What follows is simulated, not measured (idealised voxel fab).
This section sets out a process module, namely voxel transistor to metal.
Cross-sectional view cut (width: 285 nm; square cell size: 5 nm).
Throughout this document, each cross-section is represented as a grid of square cells and is presented as a sequence of bands enumerated from the top downward, where a band comprises one or more rows of cells.
Basically the band line says how high the top is and how high the bottom is, in nm, and then what's in it from left to right, every material with its width in nm. Empty space shows up as "empty", and if a single material carries "all across" it runs the full band edge to edge.
Ref level 0: as-received wafer is one material below here. Bottom band extends down with no lower bound ("0 down").
Width: "30 to 40" (first number = top row, second number = bottom row, same change from row to row of cells).
Step marked "remained unchanged"? Then no cell in the cross-section changed in it.
Empty spaces without an open route to the top, at least 8 cells in extent, make up the entry "Sealed voids"; each is given as width x height at distance, where the distance is measured from the left edge, and all are in nm.
Formally, on a step line, whatever follows the settings is a remark that the simulator itself makes on the step.
You can add "overlay nm" to a step's line. For a step with a mask, it describes how far the mask lay to the right of its planned position, and a negative number describes a lay to the left.
## Intended process steps
| 1 | RECEIVE (material Si) |
| 2 | OXIDIZE (depth nm 5) |
| 3 | CONFORMAL_DEP (material SiN; thk nm 10) |
| 4 | DIRECTIONAL_DEP (material aC; thk nm 10) |
| 5 | PATTERN (tone cover; mask id ACTIVE; material resist; width nm 95; pitch nm 115; thk nm 30; overlay nm 0) |
| 6 | DIRECTIONAL_ETCH (etch materials aC; depth nm 10) |
| 7 | STRIP (etch materials resist) |
| 8 | DIRECTIONAL_ETCH (etch materials SiN; depth nm 10) |
| 9 | DIRECTIONAL_ETCH (etch materials SiO2; depth nm 5) |
| 10 | DIRECTIONAL_ETCH (etch materials Si; depth nm 30) |
| 11 | STRIP (etch materials aC) |
| 12 | FILL_DEP (material SiO2; thk nm 10) |
| 13 | CMP (height nm 10) |
| 14 | SELECTIVE_ETCH (etch materials SiO2; depth nm 10) |
| 15 | STRIP (etch materials SiN) |
| 16 | SELECTIVE_ETCH (etch materials SiO2; depth nm 5) |
| 17 | OXIDIZE (depth nm 5) |
| 18 | DIRECTIONAL_DEP (material polySi; thk nm 25) |
| 19 | DIRECTIONAL_DEP (material SiCN; thk nm 10) |
| 20 | DIRECTIONAL_DEP (material aC; thk nm 15) |
| 21 | PATTERN (tone cover; mask id GATE; material resist; width nm 15; pitch nm 115; thk nm 30; overlay nm 0) |
| 22 | DIRECTIONAL_ETCH (etch materials aC; depth nm 15) |
| 23 | STRIP (etch materials resist) |
| 24 | DIRECTIONAL_ETCH (etch materials SiCN; depth nm 20) |
| 25 | DIRECTIONAL_ETCH (etch materials polySi; depth nm 35) |
| 26 | STRIP (etch materials aC) |
| 27 | CONFORMAL_DEP (material SiO2; thk nm 5) |
| 28 | DIRECTIONAL_ETCH (etch materials SiO2; depth nm 5) |
| 29 | CONFORMAL_DEP (material SiN; thk nm 10) |
| 30 | DIRECTIONAL_ETCH (etch materials SiN; depth nm 10) |
| 31 | DIRECTIONAL_ETCH (etch materials SiO2; depth nm 5) |
| 32 | EPI (material nSi; thk nm 5) |
| 33 | FILL_DEP (material SiO2; thk nm 10) |
| 34 | CMP (height nm 30) |
| 35 | DIRECTIONAL_DEP (material SiO2; thk nm 10) |
| 36 | DIRECTIONAL_DEP (material aC; thk nm 10) |
| 37 | PATTERN (tone open; mask id CONTACT; material resist; width nm 25; thk nm 25; overlay nm 0) |
| 38 | DIRECTIONAL_ETCH (etch materials aC; depth nm 10) |
| 39 | STRIP (etch materials resist) |
| 40 | DIRECTIONAL_ETCH (etch materials SiO2; depth nm 45) |
| 41 | STRIP (etch materials aC) |
| 42 | CONFORMAL_DEP (material TiN; thk nm 5) |
| 43 | FILL_DEP (material W; thk nm 10) |
| 44 | CMP (height nm 40) |
| 45 | CONFORMAL_DEP (material SiN; thk nm 5) |
| 46 | DIRECTIONAL_DEP (material lowk; thk nm 25) |
| 47 | PATTERN (tone open; mask id METAL_1; material resist; width nm 15; thk nm 20; overlay nm 0) |
| 48 | DIRECTIONAL_ETCH (etch materials lowk; depth nm 25) |
| 49 | DIRECTIONAL_ETCH (etch materials SiN; depth nm 5) |
| 50 | STRIP (etch materials resist) |
| 51 | CONFORMAL_DEP (material TiN; thk nm 5) |
| 52 | FILL_DEP (material Cu; thk nm 10) |
| 53 | CMP (height nm 70) |
| 54 | CONFORMAL_DEP (material SiN; thk nm 5) |
## First wafer out of two, processed as planned
## Cross-section of the incoming wafer, state after step 1
	0 down | Si all across
	Sealed voids: none
## So this is the wafer cross-section right after step 2
	0 to -5 | SiO2 all across
	For the remainder of the cross-section, below -5, there is no change.
## So this is the wafer cross-section right after step 3
	10 to 0 | SiN all across
	For the remainder of the cross-section, below 0, there is no change.
## So this is the wafer cross-section right after step 4
	20 to 10 | aC all across
	For the remainder of the cross-section, below 10, there is no change.
## So this is the wafer cross-section right after step 5
	50 to 20 | empty=35  resist=95  empty=20  resist=95  empty=40
	For the remainder of the cross-section, below 20, there is no change.
## So this is the wafer cross-section right after step 6
	40 to 20 | empty=35  resist=95  empty=20  resist=95  empty=40
	20 to 10 | empty=35  aC=95  empty=20  aC=95  empty=40
	For the remainder of the cross-section, below 10, there is no change.
## So this is the wafer cross-section right after step 7
	20 to 10 | empty=35  aC=95  empty=20  aC=95  empty=40
	For the remainder of the cross-section, below 10, there is no change.
## So this is the wafer cross-section right after step 8
	20 to 10 | empty=35  aC=95  empty=20  aC=95  empty=40
	10 to 0 | empty=35  SiN=95  empty=20  SiN=95  empty=40
	For the remainder of the cross-section, below 0, there is no change.
## So this is the wafer cross-section right after step 9
	20 to 10 | empty=35  aC=95  empty=20  aC=95  empty=40
	10 to 0 | empty=35  SiN=95  empty=20  SiN=95  empty=40
	0 to -5 | empty=35  SiO2=95  empty=20  SiO2=95  empty=40
	For the remainder of the cross-section, below -5, there is no change.
## So this is the wafer cross-section right after step 10
	20 to 10 | empty=35  aC=95  empty=20  aC=95  empty=40
	10 to 0 | empty=35  SiN=95  empty=20  SiN=95  empty=40
	0 to -5 | empty=35  SiO2=95  empty=20  SiO2=95  empty=40
	-5 to -35 | empty=35  Si=95  empty=20  Si=95  empty=40
	For the remainder of the cross-section, below -35, there is no change.
## So this is the wafer cross-section right after step 11
	10 to 0 | empty=35  SiN=95  empty=20  SiN=95  empty=40
	For the remainder of the cross-section, below 0, there is no change.
## So this is the wafer cross-section right after step 12
	20 to 10 | SiO2 all across
	10 to 0 | SiO2=35  SiN=95  SiO2=20  SiN=95  SiO2=40
	0 to -5 | SiO2 all across
	-5 to -35 | SiO2=35  Si=95  SiO2=20  Si=95  SiO2=40
	For the remainder of the cross-section, below -35, there is no change.
## So this is the wafer cross-section right after step 13
	10 to 0 | SiO2=35  SiN=95  SiO2=20  SiN=95  SiO2=40
	For the remainder of the cross-section, below 0, there is no change.
## So this is the wafer cross-section right after step 14
	10 to 0 | empty=35  SiN=95  empty=20  SiN=95  empty=40
	For the remainder of the cross-section, below 0, there is no change.
## So this is the wafer cross-section right after step 15
	0 to -5 | SiO2 all across
	For the remainder of the cross-section, below -5, there is no change.
## So this is the wafer cross-section right after step 16
	-5 to -35 | SiO2=35  Si=95  SiO2=20  Si=95  SiO2=40
	For the remainder of the cross-section, below -35, there is no change.
## So this is the wafer cross-section right after step 17
	-5 to -10 | SiO2 all across
	For the remainder of the cross-section, below -10, there is no change.
## So this is the wafer cross-section right after step 18
	20 to -5 | polySi all across
	For the remainder of the cross-section, below -5, there is no change.
## So this is the wafer cross-section right after step 19
	30 to 20 | SiCN all across
	For the remainder of the cross-section, below 20, there is no change.
## So this is the wafer cross-section right after step 20
	45 to 30 | aC all across
	For the remainder of the cross-section, below 30, there is no change.
## So this is the wafer cross-section right after step 21
	75 to 45 | empty=75  resist=15  empty=100  resist=15  empty=80
	For the remainder of the cross-section, below 45, there is no change.
## So this is the wafer cross-section right after step 22
	60 to 45 | empty=75  resist=15  empty=100  resist=15  empty=80
	45 to 30 | empty=75  aC=15  empty=100  aC=15  empty=80
	For the remainder of the cross-section, below 30, there is no change.
## So this is the wafer cross-section right after step 23
	45 to 30 | empty=75  aC=15  empty=100  aC=15  empty=80
	For the remainder of the cross-section, below 30, there is no change.
## So this is the wafer cross-section right after step 24
	45 to 30 | empty=75  aC=15  empty=100  aC=15  empty=80
	30 to 20 | empty=75  SiCN=15  empty=100  SiCN=15  empty=80
	For the remainder of the cross-section, below 20, there is no change.
## So this is the wafer cross-section right after step 25
	45 to 30 | empty=75  aC=15  empty=100  aC=15  empty=80
	30 to 20 | empty=75  SiCN=15  empty=100  SiCN=15  empty=80
	20 to -5 | empty=75  polySi=15  empty=100  polySi=15  empty=80
	For the remainder of the cross-section, below -5, there is no change.
## So this is the wafer cross-section right after step 26
	30 to 20 | empty=75  SiCN=15  empty=100  SiCN=15  empty=80
	For the remainder of the cross-section, below 20, there is no change.
## So this is the wafer cross-section right after step 27
	35 to 30 | empty=70  SiO2=25  empty=90  SiO2=25  empty=75
	30 to 20 | empty=70  SiO2=5  SiCN=15  SiO2=5  empty=90  SiO2=5  SiCN=15  SiO2=5  empty=75
	20 to 0 | empty=70  SiO2=5  polySi=15  SiO2=5  empty=90  SiO2=5  polySi=15  SiO2=5  empty=75
	0 to -5 | SiO2=75  polySi=15  SiO2=100  polySi=15  SiO2=80
	For the remainder of the cross-section, below -5, there is no change.
## So this is the wafer cross-section right after step 28
	30 to 20 | empty=70  SiO2=5  SiCN=15  SiO2=5  empty=90  SiO2=5  SiCN=15  SiO2=5  empty=75
	20 to -5 | empty=70  SiO2=5  polySi=15  SiO2=5  empty=90  SiO2=5  polySi=15  SiO2=5  empty=75
	For the remainder of the cross-section, below -5, there is no change.
## So this is the wafer cross-section right after step 29
	40 to 30 | empty=60  SiN=45  empty=70  SiN=45  empty=65
	30 to 20 | empty=60  SiN=10  SiO2=5  SiCN=15  SiO2=5  SiN=10  empty=70  SiN=10  SiO2=5  SiCN=15  SiO2=5  SiN=10  empty=65
	20 to 5 | empty=60  SiN=10  SiO2=5  polySi=15  SiO2=5  SiN=10  empty=70  SiN=10  SiO2=5  polySi=15  SiO2=5  SiN=10  empty=65
	5 to -5 | SiN=70  SiO2=5  polySi=15  SiO2=5  SiN=90  SiO2=5  polySi=15  SiO2=5  SiN=75
	For the remainder of the cross-section, below -5, there is no change.
## So this is the wafer cross-section right after step 30
	30 to 20 | empty=60  SiN=10  SiO2=5  SiCN=15  SiO2=5  SiN=10  empty=70  SiN=10  SiO2=5  SiCN=15  SiO2=5  SiN=10  empty=65
	20 to -5 | empty=60  SiN=10  SiO2=5  polySi=15  SiO2=5  SiN=10  empty=70  SiN=10  SiO2=5  polySi=15  SiO2=5  SiN=10  empty=65
	For the remainder of the cross-section, below -5, there is no change.
## So this is the wafer cross-section right after step 31
	30 to 25 | empty=60  SiN=10  empty=5  SiCN=15  empty=5  SiN=10  empty=70  SiN=10  empty=5  SiCN=15  empty=5  SiN=10  empty=65
	25 to 20 | empty=60  SiN=10  SiO2=5  SiCN=15  SiO2=5  SiN=10  empty=70  SiN=10  SiO2=5  SiCN=15  SiO2=5  SiN=10  empty=65
	20 to -5 | empty=60  SiN=10  SiO2=5  polySi=15  SiO2=5  SiN=10  empty=70  SiN=10  SiO2=5  polySi=15  SiO2=5  SiN=10  empty=65
	-5 to -10 | empty=60  SiO2=45  empty=70  SiO2=45  empty=65
	For the remainder of the cross-section, below -10, there is no change.
## So this is the wafer cross-section right after step 32
	30 to 25 | empty=60  SiN=10  empty=5  SiCN=15  empty=5  SiN=10  empty=70  SiN=10  empty=5  SiCN=15  empty=5  SiN=10  empty=65
	25 to 20 | empty=60  SiN=10  SiO2=5  SiCN=15  SiO2=5  SiN=10  empty=70  SiN=10  SiO2=5  SiCN=15  SiO2=5  SiN=10  empty=65
	20 to -5 | empty=60  SiN=10  SiO2=5  polySi=15  SiO2=5  SiN=10  empty=70  SiN=10  SiO2=5  polySi=15  SiO2=5  SiN=10  empty=65
	-5 to -10 | empty=30  nSi=30  SiO2=45  nSi=30  empty=10  nSi=30  SiO2=45  nSi=30  empty=35
	For the remainder of the cross-section, below -10, there is no change.
## So this is the wafer cross-section right after step 33
	40 to 30 | SiO2 all across
	30 to 20 | SiO2=60  SiN=10  SiO2=5  SiCN=15  SiO2=5  SiN=10  SiO2=70  SiN=10  SiO2=5  SiCN=15  SiO2=5  SiN=10  SiO2=65
	20 to -5 | SiO2=60  SiN=10  SiO2=5  polySi=15  SiO2=5  SiN=10  SiO2=70  SiN=10  SiO2=5  polySi=15  SiO2=5  SiN=10  SiO2=65
	-5 to -10 | SiO2=30  nSi=30  SiO2=45  nSi=30  SiO2=10  nSi=30  SiO2=45  nSi=30  SiO2=35
	For the remainder of the cross-section, below -10, there is no change.
## So this is the wafer cross-section right after step 34
	30 to 20 | SiO2=60  SiN=10  SiO2=5  SiCN=15  SiO2=5  SiN=10  SiO2=70  SiN=10  SiO2=5  SiCN=15  SiO2=5  SiN=10  SiO2=65
	For the remainder of the cross-section, below 20, there is no change.
## So this is the wafer cross-section right after step 35
	40 to 30 | SiO2 all across
	For the remainder of the cross-section, below 30, there is no change.
## So this is the wafer cross-section right after step 36
	50 to 40 | aC all across
	For the remainder of the cross-section, below 40, there is no change.
## So this is the wafer cross-section right after step 37
	75 to 50 | resist=45  empty=25  resist=25  empty=25  resist=40  empty=25  resist=25  empty=25  resist=50
	For the remainder of the cross-section, below 50, there is no change.
## So this is the wafer cross-section right after step 38
	65 to 50 | resist=45  empty=25  resist=25  empty=25  resist=40  empty=25  resist=25  empty=25  resist=50
	50 to 40 | aC=45  empty=25  aC=25  empty=25  aC=40  empty=25  aC=25  empty=25  aC=50
	For the remainder of the cross-section, below 40, there is no change.
## So this is the wafer cross-section right after step 39
	50 to 40 | aC=45  empty=25  aC=25  empty=25  aC=40  empty=25  aC=25  empty=25  aC=50
	For the remainder of the cross-section, below 40, there is no change.
## So this is the wafer cross-section right after step 40
	50 to 40 | aC=45  empty=25  aC=25  empty=25  aC=40  empty=25  aC=25  empty=25  aC=50
	40 to 30 | SiO2=45  empty=25  SiO2=25  empty=25  SiO2=40  empty=25  SiO2=25  empty=25  SiO2=50
	30 to 20 | SiO2=45  empty=15  SiN=10  SiO2=5  SiCN=15  SiO2=5  SiN=10  empty=15  SiO2=40  empty=15  SiN=10  SiO2=5  SiCN=15  SiO2=5  SiN=10  empty=15  SiO2=50
	20 to -5 | SiO2=45  empty=15  SiN=10  SiO2=5  polySi=15  SiO2=5  SiN=10  empty=15  SiO2=40  empty=15  SiN=10  SiO2=5  polySi=15  SiO2=5  SiN=10  empty=15  SiO2=50
	For the remainder of the cross-section, below -5, there is no change.
## So this is the wafer cross-section right after step 41
	40 to 30 | SiO2=45  empty=25  SiO2=25  empty=25  SiO2=40  empty=25  SiO2=25  empty=25  SiO2=50
	For the remainder of the cross-section, below 30, there is no change.
## So this is the wafer cross-section right after step 42
	45 to 40 | TiN=50  empty=15  TiN=35  empty=15  TiN=50  empty=15  TiN=35  empty=15  TiN=55
	40 to 30 | SiO2=45  TiN=5  empty=15 to 5  TiN=5 to 15  SiO2=25  TiN=5 to 15  empty=15 to 5  TiN=5  SiO2=40  TiN=5  empty=15 to 5  TiN=5 to 15  SiO2=25  TiN=5 to 15  empty=15 to 5  TiN=5  SiO2=50
	30 to 20 | SiO2=45  TiN=5  empty=5  TiN=5  SiN=10  SiO2=5  SiCN=15  SiO2=5  SiN=10  TiN=5  empty=5  TiN=5  SiO2=40  TiN=5  empty=5  TiN=5  SiN=10  SiO2=5  SiCN=15  SiO2=5  SiN=10  TiN=5  empty=5  TiN=5  SiO2=50
	20 to 0 | SiO2=45  TiN=5  empty=5  TiN=5  SiN=10  SiO2=5  polySi=15  SiO2=5  SiN=10  TiN=5  empty=5  TiN=5  SiO2=40  TiN=5  empty=5  TiN=5  SiN=10  SiO2=5  polySi=15  SiO2=5  SiN=10  TiN=5  empty=5  TiN=5  SiO2=50
	0 to -5 | SiO2=45  TiN=15  SiN=10  SiO2=5  polySi=15  SiO2=5  SiN=10  TiN=15  SiO2=40  TiN=15  SiN=10  SiO2=5  polySi=15  SiO2=5  SiN=10  TiN=15  SiO2=50
	For the remainder of the cross-section, below -5, there is no change.
## So this is the wafer cross-section right after step 43
	55 to 45 | W all across
	45 to 40 | TiN=50  W=15  TiN=35  W=15  TiN=50  W=15  TiN=35  W=15  TiN=55
	40 to 30 | SiO2=45  TiN=5  W=15 to 5  TiN=5 to 15  SiO2=25  TiN=5 to 15  W=15 to 5  TiN=5  SiO2=40  TiN=5  W=15 to 5  TiN=5 to 15  SiO2=25  TiN=5 to 15  W=15 to 5  TiN=5  SiO2=50
	30 to 20 | SiO2=45  TiN=5  W=5  TiN=5  SiN=10  SiO2=5  SiCN=15  SiO2=5  SiN=10  TiN=5  W=5  TiN=5  SiO2=40  TiN=5  W=5  TiN=5  SiN=10  SiO2=5  SiCN=15  SiO2=5  SiN=10  TiN=5  W=5  TiN=5  SiO2=50
	20 to 0 | SiO2=45  TiN=5  W=5  TiN=5  SiN=10  SiO2=5  polySi=15  SiO2=5  SiN=10  TiN=5  W=5  TiN=5  SiO2=40  TiN=5  W=5  TiN=5  SiN=10  SiO2=5  polySi=15  SiO2=5  SiN=10  TiN=5  W=5  TiN=5  SiO2=50
	For the remainder of the cross-section, below 0, there is no change.
## So this is the wafer cross-section right after step 44
	40 to 30 | SiO2=45  TiN=5  W=15 to 5  TiN=5 to 15  SiO2=25  TiN=5 to 15  W=15 to 5  TiN=5  SiO2=40  TiN=5  W=15 to 5  TiN=5 to 15  SiO2=25  TiN=5 to 15  W=15 to 5  TiN=5  SiO2=50
	For the remainder of the cross-section, below 30, there is no change.
## So this is the wafer cross-section right after step 45
	45 to 40 | SiN all across
	For the remainder of the cross-section, below 40, there is no change.
## So this is the wafer cross-section right after step 46
	70 to 45 | lowk all across
	For the remainder of the cross-section, below 45, there is no change.
## So this is the wafer cross-section right after step 47
	90 to 70 | resist=45  empty=15  resist=45  empty=15  resist=40  empty=15  resist=45  empty=15  resist=50
	For the remainder of the cross-section, below 70, there is no change.
## So this is the wafer cross-section right after step 48
	90 to 70 | resist=45  empty=15  resist=45  empty=15  resist=40  empty=15  resist=45  empty=15  resist=50
	70 to 45 | lowk=45  empty=15  lowk=45  empty=15  lowk=40  empty=15  lowk=45  empty=15  lowk=50
	For the remainder of the cross-section, below 45, there is no change.
## So this is the wafer cross-section right after step 49
	90 to 70 | resist=45  empty=15  resist=45  empty=15  resist=40  empty=15  resist=45  empty=15  resist=50
	70 to 45 | lowk=45  empty=15  lowk=45  empty=15  lowk=40  empty=15  lowk=45  empty=15  lowk=50
	45 to 40 | SiN=45  empty=15  SiN=45  empty=15  SiN=40  empty=15  SiN=45  empty=15  SiN=50
	For the remainder of the cross-section, below 40, there is no change.
## So this is the wafer cross-section right after step 50
	70 to 45 | lowk=45  empty=15  lowk=45  empty=15  lowk=40  empty=15  lowk=45  empty=15  lowk=50
	For the remainder of the cross-section, below 45, there is no change.
## So this is the wafer cross-section right after step 51
	75 to 70 | TiN=50  empty=5  TiN=55  empty=5  TiN=50  empty=5  TiN=55  empty=5  TiN=55
	70 to 45 | lowk=45  TiN=5  empty=5  TiN=5  lowk=45  TiN=5  empty=5  TiN=5  lowk=40  TiN=5  empty=5  TiN=5  lowk=45  TiN=5  empty=5  TiN=5  lowk=50
	45 to 40 | SiN=45  TiN=15  SiN=45  TiN=15  SiN=40  TiN=15  SiN=45  TiN=15  SiN=50
	For the remainder of the cross-section, below 40, there is no change.
## So this is the wafer cross-section right after step 52
	85 to 75 | Cu all across
	75 to 70 | TiN=50  Cu=5  TiN=55  Cu=5  TiN=50  Cu=5  TiN=55  Cu=5  TiN=55
	70 to 45 | lowk=45  TiN=5  Cu=5  TiN=5  lowk=45  TiN=5  Cu=5  TiN=5  lowk=40  TiN=5  Cu=5  TiN=5  lowk=45  TiN=5  Cu=5  TiN=5  lowk=50
	For the remainder of the cross-section, below 45, there is no change.
## So this is the wafer cross-section right after step 53
	70 to 45 | lowk=45  TiN=5  Cu=5  TiN=5  lowk=45  TiN=5  Cu=5  TiN=5  lowk=40  TiN=5  Cu=5  TiN=5  lowk=45  TiN=5  Cu=5  TiN=5  lowk=50
	For the remainder of the cross-section, below 45, there is no change.
## So this is the wafer cross-section right after step 54
	75 to 70 | SiN all across
	For the remainder of the cross-section, below 70, there is no change.
## Second wafer: same start and same plan as the first, one execution error; identical to the first through step 30
## At the planned end of step 31, the second wafer in cross-section
	30 to 25 | empty=60  SiN=10  SiO2=5  empty=15  SiO2=5  SiN=10  empty=70  SiN=10  SiO2=5  empty=15  SiO2=5  SiN=10  empty=65
	For the remainder of the cross-section, below 25, there is no change.
At the planned end of step 32, the second wafer in cross-section: remained unchanged
## At the planned end of step 33, the second wafer in cross-section
	40 to 30 | SiO2 all across
	30 to 25 | SiO2=60  SiN=10  SiO2=25  SiN=10  SiO2=70  SiN=10  SiO2=25  SiN=10  SiO2=65
	25 to 20 | SiO2=60  SiN=10  SiO2=5  SiCN=15  SiO2=5  SiN=10  SiO2=70  SiN=10  SiO2=5  SiCN=15  SiO2=5  SiN=10  SiO2=65
	20 to -5 | SiO2=60  SiN=10  SiO2=5  polySi=15  SiO2=5  SiN=10  SiO2=70  SiN=10  SiO2=5  polySi=15  SiO2=5  SiN=10  SiO2=65
	For the remainder of the cross-section, below -5, there is no change.
## At the planned end of step 34, the second wafer in cross-section
	30 to 25 | SiO2=60  SiN=10  SiO2=25  SiN=10  SiO2=70  SiN=10  SiO2=25  SiN=10  SiO2=65
	For the remainder of the cross-section, below 25, there is no change.
## At the planned end of step 35, the second wafer in cross-section
	40 to 30 | SiO2 all across
	For the remainder of the cross-section, below 30, there is no change.
## At the planned end of step 36, the second wafer in cross-section
	50 to 40 | aC all across
	For the remainder of the cross-section, below 40, there is no change.
## At the planned end of step 37, the second wafer in cross-section
	75 to 50 | resist=45  empty=25  resist=25  empty=25  resist=40  empty=25  resist=25  empty=25  resist=50
	For the remainder of the cross-section, below 50, there is no change.
## At the planned end of step 38, the second wafer in cross-section
	65 to 50 | resist=45  empty=25  resist=25  empty=25  resist=40  empty=25  resist=25  empty=25  resist=50
	50 to 40 | aC=45  empty=25  aC=25  empty=25  aC=40  empty=25  aC=25  empty=25  aC=50
	For the remainder of the cross-section, below 40, there is no change.
## At the planned end of step 39, the second wafer in cross-section
	50 to 40 | aC=45  empty=25  aC=25  empty=25  aC=40  empty=25  aC=25  empty=25  aC=50
	For the remainder of the cross-section, below 40, there is no change.
## At the planned end of step 40, the second wafer in cross-section
	50 to 40 | aC=45  empty=25  aC=25  empty=25  aC=40  empty=25  aC=25  empty=25  aC=50
	40 to 30 | SiO2=45  empty=25  SiO2=25  empty=25  SiO2=40  empty=25  SiO2=25  empty=25  SiO2=50
	30 to 25 | SiO2=45  empty=15  SiN=10  SiO2=25  SiN=10  empty=15  SiO2=40  empty=15  SiN=10  SiO2=25  SiN=10  empty=15  SiO2=50
	25 to 20 | SiO2=45  empty=15  SiN=10  SiO2=5  SiCN=15  SiO2=5  SiN=10  empty=15  SiO2=40  empty=15  SiN=10  SiO2=5  SiCN=15  SiO2=5  SiN=10  empty=15  SiO2=50
	20 to -5 | SiO2=45  empty=15  SiN=10  SiO2=5  polySi=15  SiO2=5  SiN=10  empty=15  SiO2=40  empty=15  SiN=10  SiO2=5  polySi=15  SiO2=5  SiN=10  empty=15  SiO2=50
	For the remainder of the cross-section, below -5, there is no change.
## At the planned end of step 41, the second wafer in cross-section
	40 to 30 | SiO2=45  empty=25  SiO2=25  empty=25  SiO2=40  empty=25  SiO2=25  empty=25  SiO2=50
	For the remainder of the cross-section, below 30, there is no change.
## At the planned end of step 42, the second wafer in cross-section
	45 to 40 | TiN=50  empty=15  TiN=35  empty=15  TiN=50  empty=15  TiN=35  empty=15  TiN=55
	40 to 30 | SiO2=45  TiN=5  empty=15 to 5  TiN=5 to 15  SiO2=25  TiN=5 to 15  empty=15 to 5  TiN=5  SiO2=40  TiN=5  empty=15 to 5  TiN=5 to 15  SiO2=25  TiN=5 to 15  empty=15 to 5  TiN=5  SiO2=50
	30 to 25 | SiO2=45  TiN=5  empty=5  TiN=5  SiN=10  SiO2=25  SiN=10  TiN=5  empty=5  TiN=5  SiO2=40  TiN=5  empty=5  TiN=5  SiN=10  SiO2=25  SiN=10  TiN=5  empty=5  TiN=5  SiO2=50
	25 to 20 | SiO2=45  TiN=5  empty=5  TiN=5  SiN=10  SiO2=5  SiCN=15  SiO2=5  SiN=10  TiN=5  empty=5  TiN=5  SiO2=40  TiN=5  empty=5  TiN=5  SiN=10  SiO2=5  SiCN=15  SiO2=5  SiN=10  TiN=5  empty=5  TiN=5  SiO2=50
	20 to 0 | SiO2=45  TiN=5  empty=5  TiN=5  SiN=10  SiO2=5  polySi=15  SiO2=5  SiN=10  TiN=5  empty=5  TiN=5  SiO2=40  TiN=5  empty=5  TiN=5  SiN=10  SiO2=5  polySi=15  SiO2=5  SiN=10  TiN=5  empty=5  TiN=5  SiO2=50
	0 to -5 | SiO2=45  TiN=15  SiN=10  SiO2=5  polySi=15  SiO2=5  SiN=10  TiN=15  SiO2=40  TiN=15  SiN=10  SiO2=5  polySi=15  SiO2=5  SiN=10  TiN=15  SiO2=50
	For the remainder of the cross-section, below -5, there is no change.
## At the planned end of step 43, the second wafer in cross-section
	55 to 45 | W all across
	45 to 40 | TiN=50  W=15  TiN=35  W=15  TiN=50  W=15  TiN=35  W=15  TiN=55
	40 to 30 | SiO2=45  TiN=5  W=15 to 5  TiN=5 to 15  SiO2=25  TiN=5 to 15  W=15 to 5  TiN=5  SiO2=40  TiN=5  W=15 to 5  TiN=5 to 15  SiO2=25  TiN=5 to 15  W=15 to 5  TiN=5  SiO2=50
	30 to 25 | SiO2=45  TiN=5  W=5  TiN=5  SiN=10  SiO2=25  SiN=10  TiN=5  W=5  TiN=5  SiO2=40  TiN=5  W=5  TiN=5  SiN=10  SiO2=25  SiN=10  TiN=5  W=5  TiN=5  SiO2=50
	25 to 20 | SiO2=45  TiN=5  W=5  TiN=5  SiN=10  SiO2=5  SiCN=15  SiO2=5  SiN=10  TiN=5  W=5  TiN=5  SiO2=40  TiN=5  W=5  TiN=5  SiN=10  SiO2=5  SiCN=15  SiO2=5  SiN=10  TiN=5  W=5  TiN=5  SiO2=50
	20 to 0 | SiO2=45  TiN=5  W=5  TiN=5  SiN=10  SiO2=5  polySi=15  SiO2=5  SiN=10  TiN=5  W=5  TiN=5  SiO2=40  TiN=5  W=5  TiN=5  SiN=10  SiO2=5  polySi=15  SiO2=5  SiN=10  TiN=5  W=5  TiN=5  SiO2=50
	For the remainder of the cross-section, below 0, there is no change.
## At the planned end of step 44, the second wafer in cross-section
	40 to 30 | SiO2=45  TiN=5  W=15 to 5  TiN=5 to 15  SiO2=25  TiN=5 to 15  W=15 to 5  TiN=5  SiO2=40  TiN=5  W=15 to 5  TiN=5 to 15  SiO2=25  TiN=5 to 15  W=15 to 5  TiN=5  SiO2=50
	For the remainder of the cross-section, below 30, there is no change.
## At the planned end of step 45, the second wafer in cross-section
	45 to 40 | SiN all across
	For the remainder of the cross-section, below 40, there is no change.
## At the planned end of step 46, the second wafer in cross-section
	70 to 45 | lowk all across
	For the remainder of the cross-section, below 45, there is no change.
## At the planned end of step 47, the second wafer in cross-section
	90 to 70 | resist=45  empty=15  resist=45  empty=15  resist=40  empty=15  resist=45  empty=15  resist=50
	For the remainder of the cross-section, below 70, there is no change.
## At the planned end of step 48, the second wafer in cross-section
	90 to 70 | resist=45  empty=15  resist=45  empty=15  resist=40  empty=15  resist=45  empty=15  resist=50
	70 to 45 | lowk=45  empty=15  lowk=45  empty=15  lowk=40  empty=15  lowk=45  empty=15  lowk=50
	For the remainder of the cross-section, below 45, there is no change.
## At the planned end of step 49, the second wafer in cross-section
	90 to 70 | resist=45  empty=15  resist=45  empty=15  resist=40  empty=15  resist=45  empty=15  resist=50
	70 to 45 | lowk=45  empty=15  lowk=45  empty=15  lowk=40  empty=15  lowk=45  empty=15  lowk=50
	45 to 40 | SiN=45  empty=15  SiN=45  empty=15  SiN=40  empty=15  SiN=45  empty=15  SiN=50
	For the remainder of the cross-section, below 40, there is no change.
## At the planned end of step 50, the second wafer in cross-section
	70 to 45 | lowk=45  empty=15  lowk=45  empty=15  lowk=40  empty=15  lowk=45  empty=15  lowk=50
	For the remainder of the cross-section, below 45, there is no change.
## At the planned end of step 51, the second wafer in cross-section
	75 to 70 | TiN=50  empty=5  TiN=55  empty=5  TiN=50  empty=5  TiN=55  empty=5  TiN=55
	70 to 45 | lowk=45  TiN=5  empty=5  TiN=5  lowk=45  TiN=5  empty=5  TiN=5  lowk=40  TiN=5  empty=5  TiN=5  lowk=45  TiN=5  empty=5  TiN=5  lowk=50
	45 to 40 | SiN=45  TiN=15  SiN=45  TiN=15  SiN=40  TiN=15  SiN=45  TiN=15  SiN=50
	For the remainder of the cross-section, below 40, there is no change.
## At the planned end of step 52, the second wafer in cross-section
	85 to 75 | Cu all across
	75 to 70 | TiN=50  Cu=5  TiN=55  Cu=5  TiN=50  Cu=5  TiN=55  Cu=5  TiN=55
	70 to 45 | lowk=45  TiN=5  Cu=5  TiN=5  lowk=45  TiN=5  Cu=5  TiN=5  lowk=40  TiN=5  Cu=5  TiN=5  lowk=45  TiN=5  Cu=5  TiN=5  lowk=50
	For the remainder of the cross-section, below 45, there is no change.
## At the planned end of step 53, the second wafer in cross-section
	70 to 45 | lowk=45  TiN=5  Cu=5  TiN=5  lowk=45  TiN=5  Cu=5  TiN=5  lowk=40  TiN=5  Cu=5  TiN=5  lowk=45  TiN=5  Cu=5  TiN=5  lowk=50
	For the remainder of the cross-section, below 45, there is no change.
## At the planned end of step 54, the second wafer in cross-section
	75 to 70 | SiN all across
	For the remainder of the cross-section, below 70, there is no change.
Short version of what went wrong: not per plan at step 31, really ran DIRECTIONAL_ETCH (etch materials SiCN; depth nm 5)
Final cells, second wafer relative to first, materials higher or lower: SiCN -6; SiO2 +30; nSi -24
